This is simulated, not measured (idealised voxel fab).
Module name: voxel wiring stack (process module)
Cross-sectional view cut (width: 205 nm; square cell size: 5 nm).
Cross-section spec: square-cell grid; bands listed top down; each band is one or more rows.
In this notation a band is specified by the heights of its top and bottom, in that order and in nm, after which its materials appear from left to right, each paired with its width in nm. The word "throughout" attached to a single material means that material fills the band from edge to edge; the word "empty" stands for empty space.
Height datum 0, below which the as-received substrate wafer is one material. Lowest band open at the bottom, running downward: "0 -> down".
The expression "30->40" gives the width at the extremes of the band, the first number at its top row of cells and the second at its bottom row, with the width changing by equal amounts from each row to the next in between.
Given "no change occurred" for a step, no cell of the cross-section differs between before and after that step.
If an empty space has no open way to the top and is at least 8 cells in size, "Fully enclosed voids" lists it, written width x height at distance, where distance is measured from the left edge and every value is in nm.
Heads up: the bit after the settings on a step's line is the simulator's remark on that step.
Each step line may optionally specify "overlay nm", which for a step with a mask gives the rightward distance between the mask's planned place and where it lay, a negative value indicating the leftward direction.
Reading key. Pairs: pre-step and post-step cross-section, one process step apart; post-step view only to lowest changed band. Step between + settings: beneath pair. Runs: pairs may be from different runs of this module, same starting wafer. Continuation from pair above: only where "Ahead of processing" entry says.

AHEAD OF PROCESSING
> 0 -> down = Si throughout
> Fully enclosed voids: none

SECTION AFTER PROCESSING
> 10 -> 0 = SiO2 throughout
> Beneath the level 0, the cross-section is identical to its previous state.
> Fully enclosed voids: none
Before/after cross-sections above; step in between: CONFORMAL_DEP (material SiO2; thk nm 10)

Ahead of processing: This step starts from the configuration shown after the step in the pair immediately above.

SECTION AFTER PROCESSING
> 15 -> 10 = SiN throughout
> Beneath the level 10, the cross-section is identical to its previous state.
> Fully enclosed voids: none
Before/after cross-sections above; step in between: CONFORMAL_DEP (material SiN; thk nm 5)

Ahead of processing: This step starts from the configuration shown after the step in the pair immediately above.

SECTION AFTER PROCESSING
> 35 -> 15 = SiO2 throughout
> Beneath the level 15, the cross-section is identical to its previous state.
> Fully enclosed voids: none
Before/after cross-sections above; step in between: DIRECTIONAL_DEP (material SiO2; thk nm 20)

Ahead of processing: This step starts from the configuration shown after the step in the pair immediately above.

SECTION AFTER PROCESSING
> 50 -> 35 = aC throughout
> Beneath the level 35, the cross-section is identical to its previous state.
> Fully enclosed voids: none
Before/after cross-sections above; step in between: DIRECTIONAL_DEP (material aC; thk nm 15)

Ahead of processing: This step starts from the configuration shown after the step in the pair immediately above.

SECTION AFTER PROCESSING
> 85 -> 50 = 40 nm resist / 25 nm empty / 25 nm resist / 25 nm empty / 25 nm resist / 25 nm empty / 40 nm resist
> Beneath the level 50, the cross-section is identical to its previous state.
> Fully enclosed voids: none
Before/after cross-sections above; step in between: PATTERN (tone open; mask id METAL_1; material resist; width nm 25; pitch nm 50; thk nm 35; overlay nm 0)

Ahead of processing: This step starts from the configuration shown after the step in the pair immediately above.

SECTION AFTER PROCESSING
> 70 -> 50 = 40 nm resist / 25 nm empty / 25 nm resist / 25 nm empty / 25 nm resist / 25 nm empty / 40 nm resist
> 50 -> 35 = 40 nm aC / 25 nm empty / 25 nm aC / 25 nm empty / 25 nm aC / 25 nm empty / 40 nm aC
> Beneath the level 35, the cross-section is identical to its previous state.
> Fully enclosed voids: none
Before/after cross-sections above; step in between: DIRECTIONAL_ETCH (etch materials aC; depth nm 15)

Ahead of processing: This step starts from the configuration shown after the step in the pair immediately above.

SECTION AFTER PROCESSING
> 50 -> 35 = 40 nm aC / 25 nm empty / 25 nm aC / 25 nm empty / 25 nm aC / 25 nm empty / 40 nm aC
> Beneath the level 35, the cross-section is identical to its previous state.
> Fully enclosed voids: none
Before/after cross-sections above; step in between: STRIP (etch materials resist)

Ahead of processing: This step starts from the configuration shown after the step in the pair immediately above.

SECTION AFTER PROCESSING
> 50 -> 35 = 40 nm aC / 25 nm empty / 25 nm aC / 25 nm empty / 25 nm aC / 25 nm empty / 40 nm aC
> 35 -> 15 = 40 nm SiO2 / 25 nm empty / 25 nm SiO2 / 25 nm empty / 25 nm SiO2 / 25 nm empty / 40 nm SiO2
> Beneath the level 15, the cross-section is identical to its previous state.
> Fully enclosed voids: none
Before/after cross-sections above; step in between: DIRECTIONAL_ETCH (etch materials SiO2; depth nm 20)

Ahead of processing: This step starts from the configuration shown after the step in the pair immediately above.

SECTION AFTER PROCESSING
> 50 -> 35 = 40 nm aC / 25 nm empty / 25 nm aC / 25 nm empty / 25 nm aC / 25 nm empty / 40 nm aC
> 35 -> 15 = 40 nm SiO2 / 25 nm empty / 25 nm SiO2 / 25 nm empty / 25 nm SiO2 / 25 nm empty / 40 nm SiO2
> 15 -> 10 = 40 nm SiN / 25 nm empty / 25 nm SiN / 25 nm empty / 25 nm SiN / 25 nm empty / 40 nm SiN
> Beneath the level 10, the cross-section is identical to its previous state.
> Fully enclosed voids: none
Before/after cross-sections above; step in between: DIRECTIONAL_ETCH (etch materials SiN; depth nm 5)

Ahead of processing: This step starts from the configuration shown after the step in the pair immediately above.

SECTION AFTER PROCESSING
> 35 -> 15 = 40 nm SiO2 / 25 nm empty / 25 nm SiO2 / 25 nm empty / 25 nm SiO2 / 25 nm empty / 40 nm SiO2
> Beneath the level 15, the cross-section is identical to its previous state.
> Fully enclosed voids: none
Before/after cross-sections above; step in between: STRIP (etch materials aC)

Ahead of processing: This step starts from the configuration shown after the step in the pair immediately above.

SECTION AFTER PROCESSING
> 40 -> 35 = 45 nm TiN / 15 nm empty / 35 nm TiN / 15 nm empty / 35 nm TiN / 15 nm empty / 45 nm TiN
> 35 -> 15 = 40 nm SiO2 / 5 nm TiN / 15 nm empty / 5 nm TiN / 25 nm SiO2 / 5 nm TiN / 15 nm empty / 5 nm TiN / 25 nm SiO2 / 5 nm TiN / 15 nm empty / 5 nm TiN / 40 nm SiO2
> 15 -> 10 = 40 nm SiN / 25 nm TiN / 25 nm SiN / 25 nm TiN / 25 nm SiN / 25 nm TiN / 40 nm SiN
> Beneath the level 10, the cross-section is identical to its previous state.
> Fully enclosed voids: none
Before/after cross-sections above; step in between: CONFORMAL_DEP (material TiN; thk nm 5)

Ahead of processing: This step starts from the configuration shown after the step in the pair immediately above.

SECTION AFTER PROCESSING
> 45 -> 40 = W throughout
> 40 -> 35 = 45 nm TiN / 15 nm W / 35 nm TiN / 15 nm W / 35 nm TiN / 15 nm W / 45 nm TiN
> 35 -> 15 = 40 nm SiO2 / 5 nm TiN / 15 nm W / 5 nm TiN / 25 nm SiO2 / 5 nm TiN / 15 nm W / 5 nm TiN / 25 nm SiO2 / 5 nm TiN / 15 nm W / 5 nm TiN / 40 nm SiO2
> Beneath the level 15, the cross-section is identical to its previous state.
> Fully enclosed voids: none
Before/after cross-sections above; step in between: FILL_DEP (material W; thk nm 5)

Ahead of processing: This step starts from the configuration shown after the step in the pair immediately above.

SECTION AFTER PROCESSING
> 35 -> 15 = 40 nm SiO2 / 5 nm TiN / 15 nm W / 5 nm TiN / 25 nm SiO2 / 5 nm TiN / 15 nm W / 5 nm TiN / 25 nm SiO2 / 5 nm TiN / 15 nm W / 5 nm TiN / 40 nm SiO2
> Beneath the level 15, the cross-section is identical to its previous state.
> Fully enclosed voids: none
Before/after cross-sections above; step in between: CMP (height nm 35)

Ahead of processing: This step starts from the configuration shown after the step in the pair immediately above.

SECTION AFTER PROCESSING
> 40 -> 35 = 35 nm empty / 35 nm Ru / 15 nm empty / 35 nm Ru / 15 nm empty / 35 nm Ru / 35 nm empty
> Beneath the level 35, the cross-section is identical to its previous state.
> Fully enclosed voids: none
Before/after cross-sections above; step in between: EPI (material Ru; thk nm 5)

Ahead of processing: This step starts from the configuration shown after the step in the pair immediately above.

SECTION AFTER PROCESSING
> 45 -> 40 = SiCN throughout
> 40 -> 35 = 35 nm SiCN / 35 nm Ru / 15 nm SiCN / 35 nm Ru / 15 nm SiCN / 35 nm Ru / 35 nm SiCN
> Beneath the level 35, the cross-section is identical to its previous state.
> Fully enclosed voids: none
Before/after cross-sections above; step in between: FILL_DEP (material SiCN; thk nm 5)

Ahead of processing: This step starts from the configuration shown after the step in the pair immediately above.

SECTION AFTER PROCESSING
> 80 -> 45 = lowk throughout
> Beneath the level 45, the cross-section is identical to its previous state.
> Fully enclosed voids: none
Before/after cross-sections above; step in between: DIRECTIONAL_DEP (material lowk; thk nm 35)

Ahead of processing: This step starts from the configuration shown after the step in the pair immediately above.

SECTION AFTER PROCESSING
> 80 -> 45 = 40 nm lowk / 15 nm empty / 35 nm lowk / 15 nm empty / 35 nm lowk / 15 nm empty / 50 nm lowk
> Beneath the level 45, the cross-section is identical to its previous state.
> Fully enclosed voids: none
Before/after cross-sections above; step in between: MASKED_ETCH (tone open; mask id METAL_2_HOLES; width nm 15; pitch nm 50; etch materials lowk; depth nm 35; overlay nm 0)

Ahead of processing: This step starts from the configuration shown after the step in the pair immediately above.

SECTION AFTER PROCESSING
> 80 -> 60 = 40 nm lowk / 25 nm empty / 25 nm lowk / 25 nm empty / 25 nm lowk / 25 nm empty / 40 nm lowk
> Beneath the level 60, the cross-section is identical to its previous state.
> Fully enclosed voids: none
Before/after cross-sections above; step in between: MASKED_ETCH (tone open; mask id METAL_2; width nm 25; pitch nm 50; etch materials lowk; depth nm 20; overlay nm 0)

Ahead of processing: This step starts from the configuration shown after the step in the pair immediately above.

SECTION AFTER PROCESSING
> 80 -> 60 = 40 nm lowk / 25 nm empty / 25 nm lowk / 25 nm empty / 25 nm lowk / 25 nm empty / 40 nm lowk
> 60 -> 45 = 40 nm lowk / 15 nm empty / 35 nm lowk / 15 nm empty / 35 nm lowk / 15 nm empty / 50 nm lowk
> 45 -> 40 = 40 nm SiCN / 15 nm empty / 35 nm SiCN / 15 nm empty / 35 nm SiCN / 15 nm empty / 50 nm SiCN
> Beneath the level 40, the cross-section is identical to its previous state.
> Fully enclosed voids: none
Before/after cross-sections above; step in between: MASKED_ETCH (tone open; mask id METAL_2; width nm 25; pitch nm 50; etch materials SiCN; depth nm 5; overlay nm 0)

Ahead of processing: This step starts from the configuration shown after the step in the pair immediately above.

SECTION AFTER PROCESSING
> 85 -> 80 = 45 nm TiN / 15 nm empty / 35 nm TiN / 15 nm empty / 35 nm TiN / 15 nm empty / 45 nm TiN
> 80 -> 65 = 40 nm lowk / 5 nm TiN / 15 nm empty / 5 nm TiN / 25 nm lowk / 5 nm TiN / 15 nm empty / 5 nm TiN / 25 nm lowk / 5 nm TiN / 15 nm empty / 5 nm TiN / 40 nm lowk
> 65 -> 60 = 40 nm lowk / 5 nm TiN / 5 nm empty / 15 nm TiN / 25 nm lowk / 5 nm TiN / 5 nm empty / 15 nm TiN / 25 nm lowk / 5 nm TiN / 5 nm empty / 15 nm TiN / 40 nm lowk
> 60 -> 45 = 40 nm lowk / 5 nm TiN / 5 nm empty / 5 nm TiN / 35 nm lowk / 5 nm TiN / 5 nm empty / 5 nm TiN / 35 nm lowk / 5 nm TiN / 5 nm empty / 5 nm TiN / 50 nm lowk
> 45 -> 40 = 40 nm SiCN / 15 nm TiN / 35 nm SiCN / 15 nm TiN / 35 nm SiCN / 15 nm TiN / 50 nm SiCN
> Beneath the level 40, the cross-section is identical to its previous state.
> Fully enclosed voids: none
Before/after cross-sections above; step in between: CONFORMAL_DEP (material TiN; thk nm 5)

Ahead of processing: This step starts from the configuration shown after the step in the pair immediately above.

SECTION AFTER PROCESSING
> 95 -> 85 = Cu throughout
> 85 -> 80 = 45 nm TiN / 15 nm Cu / 35 nm TiN / 15 nm Cu / 35 nm TiN / 15 nm Cu / 45 nm TiN
> 80 -> 65 = 40 nm lowk / 5 nm TiN / 15 nm Cu / 5 nm TiN / 25 nm lowk / 5 nm TiN / 15 nm Cu / 5 nm TiN / 25 nm lowk / 5 nm TiN / 15 nm Cu / 5 nm TiN / 40 nm lowk
> 65 -> 60 = 40 nm lowk / 5 nm TiN / 5 nm Cu / 15 nm TiN / 25 nm lowk / 5 nm TiN / 5 nm Cu / 15 nm TiN / 25 nm lowk / 5 nm TiN / 5 nm Cu / 15 nm TiN / 40 nm lowk
> 60 -> 45 = 40 nm lowk / 5 nm TiN / 5 nm Cu / 5 nm TiN / 35 nm lowk / 5 nm TiN / 5 nm Cu / 5 nm TiN / 35 nm lowk / 5 nm TiN / 5 nm Cu / 5 nm TiN / 50 nm lowk
> Beneath the level 45, the cross-section is identical to its previous state.
> Fully enclosed voids: none
Before/after cross-sections above; step in between: FILL_DEP (material Cu; thk nm 10)

Ahead of processing: This step starts from the configuration shown after the step in the pair immediately above.

SECTION AFTER PROCESSING
> 80 -> 65 = 40 nm lowk / 5 nm TiN / 15 nm Cu / 5 nm TiN / 25 nm lowk / 5 nm TiN / 15 nm Cu / 5 nm TiN / 25 nm lowk / 5 nm TiN / 15 nm Cu / 5 nm TiN / 40 nm lowk
> Beneath the level 65, the cross-section is identical to its previous state.
> Fully enclosed voids: none
Before/after cross-sections above; step in between: CMP (height nm 80)

Ahead of processing: This step starts from the configuration shown after the step in the pair immediately above.

SECTION AFTER PROCESSING
> 85 -> 80 = SiCN throughout
> Beneath the level 80, the cross-section is identical to its previous state.
> Fully enclosed voids: none
Before/after cross-sections above; step in between: CONFORMAL_DEP (material SiCN; thk nm 5)

Ahead of processing: This step starts from the configuration shown after the step in the pair immediately above.

SECTION AFTER PROCESSING
> 115 -> 85 = SiO2 throughout
> Beneath the level 85, the cross-section is identical to its previous state.
> Fully enclosed voids: none
Before/after cross-sections above; step in between: DIRECTIONAL_DEP (material SiO2; thk nm 30)

Ahead of processing: This step starts from the configuration shown after the step in the pair immediately above.

SECTION AFTER PROCESSING
> 130 -> 115 = 40 nm resist / 15 nm empty / 35 nm resist / 15 nm empty / 35 nm resist / 15 nm empty / 50 nm resist
> Beneath the level 115, the cross-section is identical to its previous state.
> Fully enclosed voids: none
Before/after cross-sections above; step in between: PATTERN (tone open; mask id METAL_3_HOLES; material resist; width nm 15; pitch nm 50; thk nm 15; overlay nm 0)

Ahead of processing: This step starts from the configuration shown after the step in the pair immediately above.

SECTION AFTER PROCESSING
> 130 -> 115 = 40 nm resist / 15 nm empty / 35 nm resist / 15 nm empty / 35 nm resist / 15 nm empty / 50 nm resist
> 115 -> 85 = 40 nm SiO2 / 15 nm empty / 35 nm SiO2 / 15 nm empty / 35 nm SiO2 / 15 nm empty / 50 nm SiO2
> Beneath the level 85, the cross-section is identical to its previous state.
> Fully enclosed voids: none
Before/after cross-sections above; step in between: DIRECTIONAL_ETCH (etch materials SiO2; depth nm 30)

Ahead of processing: This step starts from the configuration shown after the step in the pair immediately above.

SECTION AFTER PROCESSING
> 115 -> 85 = 40 nm SiO2 / 15 nm empty / 35 nm SiO2 / 15 nm empty / 35 nm SiO2 / 15 nm empty / 50 nm SiO2
> Beneath the level 85, the cross-section is identical to its previous state.
> Fully enclosed voids: none
Before/after cross-sections above; step in between: STRIP (etch materials resist)

Ahead of processing: This step starts from the configuration shown after the step in the pair immediately above.

SECTION AFTER PROCESSING
> 130 -> 115 = 40 nm aC / 15 nm empty / 35 nm aC / 15 nm empty / 35 nm aC / 15 nm empty / 50 nm aC
> 115 -> 100 = 40 nm SiO2 / 15 nm empty / 35 nm SiO2 / 15 nm empty / 35 nm SiO2 / 15 nm empty / 50 nm SiO2
> 100 -> 85 = 40 nm SiO2 / 15 nm aC / 35 nm SiO2 / 15 nm aC / 35 nm SiO2 / 15 nm aC / 50 nm SiO2
> Beneath the level 85, the cross-section is identical to its previous state.
> Fully enclosed voids: none
Before/after cross-sections above; step in between: DIRECTIONAL_DEP (material aC; thk nm 15)

Ahead of processing: This step starts from the configuration shown after the step in the pair immediately above.

SECTION AFTER PROCESSING
> 165 -> 130 = 40 nm resist / 25 nm empty / 25 nm resist / 25 nm empty / 25 nm resist / 25 nm empty / 40 nm resist
> Beneath the level 130, the cross-section is identical to its previous state.
> Fully enclosed voids: none
Before/after cross-sections above; step in between: PATTERN (tone open; mask id METAL_3; material resist; width nm 25; pitch nm 50; thk nm 35; overlay nm 0)

Ahead of processing: This step starts from the configuration shown after the step in the pair immediately above.

SECTION AFTER PROCESSING
> 150 -> 130 = 40 nm resist / 25 nm empty / 25 nm resist / 25 nm empty / 25 nm resist / 25 nm empty / 40 nm resist
> 130 -> 115 = 40 nm aC / 25 nm empty / 25 nm aC / 25 nm empty / 25 nm aC / 25 nm empty / 40 nm aC
> 115 -> 85 = 40 nm SiO2 / 15 nm empty / 35 nm SiO2 / 15 nm empty / 35 nm SiO2 / 15 nm empty / 50 nm SiO2
> Beneath the level 85, the cross-section is identical to its previous state.
> Fully enclosed voids: none
Before/after cross-sections above; step in between: DIRECTIONAL_ETCH (etch materials aC; depth nm 15)

Ahead of processing: This step starts from the configuration shown after the step in the pair immediately above.

SECTION AFTER PROCESSING
> 130 -> 115 = 40 nm aC / 25 nm empty / 25 nm aC / 25 nm empty / 25 nm aC / 25 nm empty / 40 nm aC
> Beneath the level 115, the cross-section is identical to its previous state.
> Fully enclosed voids: none
Before/after cross-sections above; step in between: STRIP (etch materials resist)

Ahead of processing: This step starts from the configuration shown after the step in the pair immediately above.

SECTION AFTER PROCESSING
> 130 -> 115 = 40 nm aC / 25 nm empty / 25 nm aC / 25 nm empty / 25 nm aC / 25 nm empty / 40 nm aC
> 115 -> 95 = 40 nm SiO2 / 25 nm empty / 25 nm SiO2 / 25 nm empty / 25 nm SiO2 / 25 nm empty / 40 nm SiO2
> Beneath the level 95, the cross-section is identical to its previous state.
> Fully enclosed voids: none
Before/after cross-sections above; step in between: DIRECTIONAL_ETCH (etch materials SiO2; depth nm 20)

Ahead of processing: This step starts from the configuration shown after the step in the pair immediately above.

SECTION AFTER PROCESSING
> 130 -> 115 = 40 nm aC / 25 nm empty / 25 nm aC / 25 nm empty / 25 nm aC / 25 nm empty / 40 nm aC
> 115 -> 95 = 40 nm SiO2 / 25 nm empty / 25 nm SiO2 / 25 nm empty / 25 nm SiO2 / 25 nm empty / 40 nm SiO2
> 95 -> 85 = 40 nm SiO2 / 15 nm empty / 35 nm SiO2 / 15 nm empty / 35 nm SiO2 / 15 nm empty / 50 nm SiO2
> 85 -> 80 = 40 nm SiCN / 15 nm empty / 35 nm SiCN / 15 nm empty / 35 nm SiCN / 15 nm empty / 50 nm SiCN
> Beneath the level 80, the cross-section is identical to its previous state.
> Fully enclosed voids: none
Before/after cross-sections above; step in between: DIRECTIONAL_ETCH (etch materials SiCN; depth nm 5)

Ahead of processing: This step starts from the configuration shown after the step in the pair immediately above.

SECTION AFTER PROCESSING
> 115 -> 95 = 40 nm SiO2 / 25 nm empty / 25 nm SiO2 / 25 nm empty / 25 nm SiO2 / 25 nm empty / 40 nm SiO2
> Beneath the level 95, the cross-section is identical to its previous state.
> Fully enclosed voids: none
Before/after cross-sections above; step in between: STRIP (etch materials aC)

Ahead of processing: This step starts from the configuration shown after the step in the pair immediately above.

SECTION AFTER PROCESSING
> 120 -> 115 = 45 nm TiN / 15 nm empty / 35 nm TiN / 15 nm empty / 35 nm TiN / 15 nm empty / 45 nm TiN
> 115 -> 100 = 40 nm SiO2 / 5 nm TiN / 15 nm empty / 5 nm TiN / 25 nm SiO2 / 5 nm TiN / 15 nm empty / 5 nm TiN / 25 nm SiO2 / 5 nm TiN / 15 nm empty / 5 nm TiN / 40 nm SiO2
> 100 -> 95 = 40 nm SiO2 / 5 nm TiN / 5 nm empty / 15 nm TiN / 25 nm SiO2 / 5 nm TiN / 5 nm empty / 15 nm TiN / 25 nm SiO2 / 5 nm TiN / 5 nm empty / 15 nm TiN / 40 nm SiO2
> 95 -> 85 = 40 nm SiO2 / 5 nm TiN / 5 nm empty / 5 nm TiN / 35 nm SiO2 / 5 nm TiN / 5 nm empty / 5 nm TiN / 35 nm SiO2 / 5 nm TiN / 5 nm empty / 5 nm TiN / 50 nm SiO2
> 85 -> 80 = 40 nm SiCN / 15 nm TiN / 35 nm SiCN / 15 nm TiN / 35 nm SiCN / 15 nm TiN / 50 nm SiCN
> Beneath the level 80, the cross-section is identical to its previous state.
> Fully enclosed voids: none
Before/after cross-sections above; step in between: CONFORMAL_DEP (material TiN; thk nm 5)

Ahead of processing: This step starts from the configuration shown after the step in the pair immediately above.

SECTION AFTER PROCESSING
> 130 -> 120 = Ru throughout
> 120 -> 115 = 45 nm TiN / 15 nm Ru / 35 nm TiN / 15 nm Ru / 35 nm TiN / 15 nm Ru / 45 nm TiN
> 115 -> 100 = 40 nm SiO2 / 5 nm TiN / 15 nm Ru / 5 nm TiN / 25 nm SiO2 / 5 nm TiN / 15 nm Ru / 5 nm TiN / 25 nm SiO2 / 5 nm TiN / 15 nm Ru / 5 nm TiN / 40 nm SiO2
> 100 -> 95 = 40 nm SiO2 / 5 nm TiN / 5 nm Ru / 15 nm TiN / 25 nm SiO2 / 5 nm TiN / 5 nm Ru / 15 nm TiN / 25 nm SiO2 / 5 nm TiN / 5 nm Ru / 15 nm TiN / 40 nm SiO2
> 95 -> 85 = 40 nm SiO2 / 5 nm TiN / 5 nm Ru / 5 nm TiN / 35 nm SiO2 / 5 nm TiN / 5 nm Ru / 5 nm TiN / 35 nm SiO2 / 5 nm TiN / 5 nm Ru / 5 nm TiN / 50 nm SiO2
> Beneath the level 85, the cross-section is identical to its previous state.
> Fully enclosed voids: none
Before/after cross-sections above; step in between: FILL_DEP (material Ru; thk nm 10)

Ahead of processing: This step starts from the configuration shown after the step in the pair immediately above.

SECTION AFTER PROCESSING
> 115 -> 100 = 40 nm SiO2 / 5 nm TiN / 15 nm Ru / 5 nm TiN / 25 nm SiO2 / 5 nm TiN / 15 nm Ru / 5 nm TiN / 25 nm SiO2 / 5 nm TiN / 15 nm Ru / 5 nm TiN / 40 nm SiO2
> Beneath the level 100, the cross-section is identical to its previous state.
> Fully enclosed voids: none
Before/after cross-sections above; step in between: CMP (height nm 115)

Ahead of processing: This step starts from the configuration shown after the step in the pair immediately above.

SECTION AFTER PROCESSING
> 120 -> 115 = SiCN throughout
> Beneath the level 115, the cross-section is identical to its previous state.
> Fully enclosed voids: none
Before/after cross-sections above; step in between: CONFORMAL_DEP (material SiCN; thk nm 5)

AHEAD OF PROCESSING
> 40 -> 35 = 35 nm empty / 35 nm Ru / 15 nm empty / 35 nm Ru / 15 nm empty / 35 nm Ru / 35 nm empty
> 35 -> 15 = 40 nm SiO2 / 5 nm TiN / 15 nm W / 5 nm TiN / 25 nm SiO2 / 5 nm TiN / 15 nm W / 5 nm TiN / 25 nm SiO2 / 5 nm TiN / 15 nm W / 5 nm TiN / 40 nm SiO2
> 15 -> 10 = 40 nm SiN / 25 nm TiN / 25 nm SiN / 25 nm TiN / 25 nm SiN / 25 nm TiN / 40 nm SiN
> 10 -> 0 = SiO2 throughout
> 0 -> down = Si throughout
> Fully enclosed voids: none

SECTION AFTER PROCESSING
> 75 -> 70 = 35 nm empty / 35 nm lowk / 15 nm empty / 35 nm lowk / 15 nm empty / 35 nm lowk / 35 nm empty
> 70 -> 40 = lowk throughout
> 40 -> 35 = 35 nm lowk / 35 nm Ru / 15 nm lowk / 35 nm Ru / 15 nm lowk / 35 nm Ru / 35 nm lowk
> Beneath the level 35, the cross-section is identical to its previous state.
> Fully enclosed voids: none
Before/after cross-sections above; step in between: DIRECTIONAL_DEP (material lowk; thk nm 35)

Ahead of processing: This step starts from the configuration shown after the step in the pair immediately above.

SECTION AFTER PROCESSING
> 75 -> 70 = 35 nm empty / 5 nm lowk / 15 nm empty / 15 nm lowk / 15 nm empty / 5 nm lowk / 15 nm empty / 15 nm lowk / 15 nm empty / 5 nm lowk / 15 nm empty / 15 nm lowk / 35 nm empty
> 70 -> 40 = 40 nm lowk / 15 nm empty / 35 nm lowk / 15 nm empty / 35 nm lowk / 15 nm empty / 50 nm lowk
> Beneath the level 40, the cross-section is identical to its previous state.
> Fully enclosed voids: none
Before/after cross-sections above; step in between: MASKED_ETCH (tone open; mask id METAL_2_HOLES; width nm 15; pitch nm 50; etch materials lowk; depth nm 35; overlay nm 0)

Ahead of processing: This step starts from the configuration shown after the step in the pair immediately above.

SECTION AFTER PROCESSING
> 75 -> 70 = 35 nm empty / 5 nm lowk / 25 nm empty / 5 nm lowk / 15 nm empty / 5 nm lowk / 25 nm empty / 5 nm lowk / 15 nm empty / 5 nm lowk / 25 nm empty / 5 nm lowk / 35 nm empty
> 70 -> 55 = 40 nm lowk / 25 nm empty / 25 nm lowk / 25 nm empty / 25 nm lowk / 25 nm empty / 40 nm lowk
> Beneath the level 55, the cross-section is identical to its previous state.
> Fully enclosed voids: none
Before/after cross-sections above; step in between: MASKED_ETCH (tone open; mask id METAL_2; width nm 25; pitch nm 50; etch materials lowk; depth nm 20; overlay nm 0)

Ahead of processing: This step starts from the configuration shown after the step in the pair immediately above.

SECTION AFTER PROCESSING
> 80 -> 75 = 30 nm empty / 15 nm TiN / 15 nm empty / 15 nm TiN / 5 nm empty / 15 nm TiN / 15 nm empty / 15 nm TiN / 5 nm empty / 15 nm TiN / 15 nm empty / 15 nm TiN / 30 nm empty
> 75 -> 70 = 35 nm TiN / 5 nm lowk / 5 nm TiN / 15 nm empty / 5 nm TiN / 5 nm lowk / 15 nm TiN / 5 nm lowk / 5 nm TiN / 15 nm empty / 5 nm TiN / 5 nm lowk / 15 nm TiN / 5 nm lowk / 5 nm TiN / 15 nm empty / 5 nm TiN / 5 nm lowk / 35 nm TiN
> 70 -> 60 = 40 nm lowk / 5 nm TiN / 15 nm empty / 5 nm TiN / 25 nm lowk / 5 nm TiN / 15 nm empty / 5 nm TiN / 25 nm lowk / 5 nm TiN / 15 nm empty / 5 nm TiN / 40 nm lowk
> 60 -> 55 = 40 nm lowk / 5 nm TiN / 5 nm empty / 15 nm TiN / 25 nm lowk / 5 nm TiN / 5 nm empty / 15 nm TiN / 25 nm lowk / 5 nm TiN / 5 nm empty / 15 nm TiN / 40 nm lowk
> 55 -> 45 = 40 nm lowk / 5 nm TiN / 5 nm empty / 5 nm TiN / 35 nm lowk / 5 nm TiN / 5 nm empty / 5 nm TiN / 35 nm lowk / 5 nm TiN / 5 nm empty / 5 nm TiN / 50 nm lowk
> 45 -> 40 = 40 nm lowk / 15 nm TiN / 35 nm lowk / 15 nm TiN / 35 nm lowk / 15 nm TiN / 50 nm lowk
> Beneath the level 40, the cross-section is identical to its previous state.
> Fully enclosed voids: none
Before/after cross-sections above; step in between: CONFORMAL_DEP (material TiN; thk nm 5)

Ahead of processing: This step starts from the configuration shown after the step in the pair immediately above.

SECTION AFTER PROCESSING
> 90 -> 80 = Cu throughout
> 80 -> 75 = 30 nm Cu / 15 nm TiN / 15 nm Cu / 15 nm TiN / 5 nm Cu / 15 nm TiN / 15 nm Cu / 15 nm TiN / 5 nm Cu / 15 nm TiN / 15 nm Cu / 15 nm TiN / 30 nm Cu
> 75 -> 70 = 35 nm TiN / 5 nm lowk / 5 nm TiN / 15 nm Cu / 5 nm TiN / 5 nm lowk / 15 nm TiN / 5 nm lowk / 5 nm TiN / 15 nm Cu / 5 nm TiN / 5 nm lowk / 15 nm TiN / 5 nm lowk / 5 nm TiN / 15 nm Cu / 5 nm TiN / 5 nm lowk / 35 nm TiN
> 70 -> 60 = 40 nm lowk / 5 nm TiN / 15 nm Cu / 5 nm TiN / 25 nm lowk / 5 nm TiN / 15 nm Cu / 5 nm TiN / 25 nm lowk / 5 nm TiN / 15 nm Cu / 5 nm TiN / 40 nm lowk
> 60 -> 55 = 40 nm lowk / 5 nm TiN / 5 nm Cu / 15 nm TiN / 25 nm lowk / 5 nm TiN / 5 nm Cu / 15 nm TiN / 25 nm lowk / 5 nm TiN / 5 nm Cu / 15 nm TiN / 40 nm lowk
> 55 -> 45 = 40 nm lowk / 5 nm TiN / 5 nm Cu / 5 nm TiN / 35 nm lowk / 5 nm TiN / 5 nm Cu / 5 nm TiN / 35 nm lowk / 5 nm TiN / 5 nm Cu / 5 nm TiN / 50 nm lowk
> Beneath the level 45, the cross-section is identical to its previous state.
> Fully enclosed voids: none
Before/after cross-sections above; step in between: FILL_DEP (material Cu; thk nm 10)

Ahead of processing: This step starts from the configuration shown after the step in the pair immediately above.

SECTION AFTER PROCESSING
> 80 -> 75 = 30 nm Cu / 15 nm TiN / 15 nm Cu / 15 nm TiN / 5 nm Cu / 15 nm TiN / 15 nm Cu / 15 nm TiN / 5 nm Cu / 15 nm TiN / 15 nm Cu / 15 nm TiN / 30 nm Cu
> Beneath the level 75, the cross-section is identical to its previous state.
> Fully enclosed voids: none
Before/after cross-sections above; step in between: CMP (height nm 80)

Ahead of processing: This step starts from the configuration shown after the step in the pair immediately above.

SECTION AFTER PROCESSING
> 85 -> 80 = SiCN throughout
> Beneath the level 80, the cross-section is identical to its previous state.
> Fully enclosed voids: none
Before/after cross-sections above; step in between: CONFORMAL_DEP (material SiCN; thk nm 5)

Ahead of processing: This step starts from the configuration shown after the step in the pair immediately above.

SECTION AFTER PROCESSING
> 115 -> 85 = SiO2 throughout
> Beneath the level 85, the cross-section is identical to its previous state.
> Fully enclosed voids: none
Before/after cross-sections above; step in between: DIRECTIONAL_DEP (material SiO2; thk nm 30)

Ahead of processing: This step starts from the configuration shown after the step in the pair immediately above.

SECTION AFTER PROCESSING
> 130 -> 115 = 40 nm resist / 15 nm empty / 35 nm resist / 15 nm empty / 35 nm resist / 15 nm empty / 50 nm resist
> Beneath the level 115, the cross-section is identical to its previous state.
> Fully enclosed voids: none
Before/after cross-sections above; step in between: PATTERN (tone open; mask id METAL_3_HOLES; material resist; width nm 15; pitch nm 50; thk nm 15; overlay nm 0)

Ahead of processing: This step starts from the configuration shown after the step in the pair immediately above.

SECTION AFTER PROCESSING
> 130 -> 115 = 40 nm resist / 15 nm empty / 35 nm resist / 15 nm empty / 35 nm resist / 15 nm empty / 50 nm resist
> 115 -> 85 = 40 nm SiO2 / 15 nm empty / 35 nm SiO2 / 15 nm empty / 35 nm SiO2 / 15 nm empty / 50 nm SiO2
> Beneath the level 85, the cross-section is identical to its previous state.
> Fully enclosed voids: none
Before/after cross-sections above; step in between: DIRECTIONAL_ETCH (etch materials SiO2; depth nm 30)
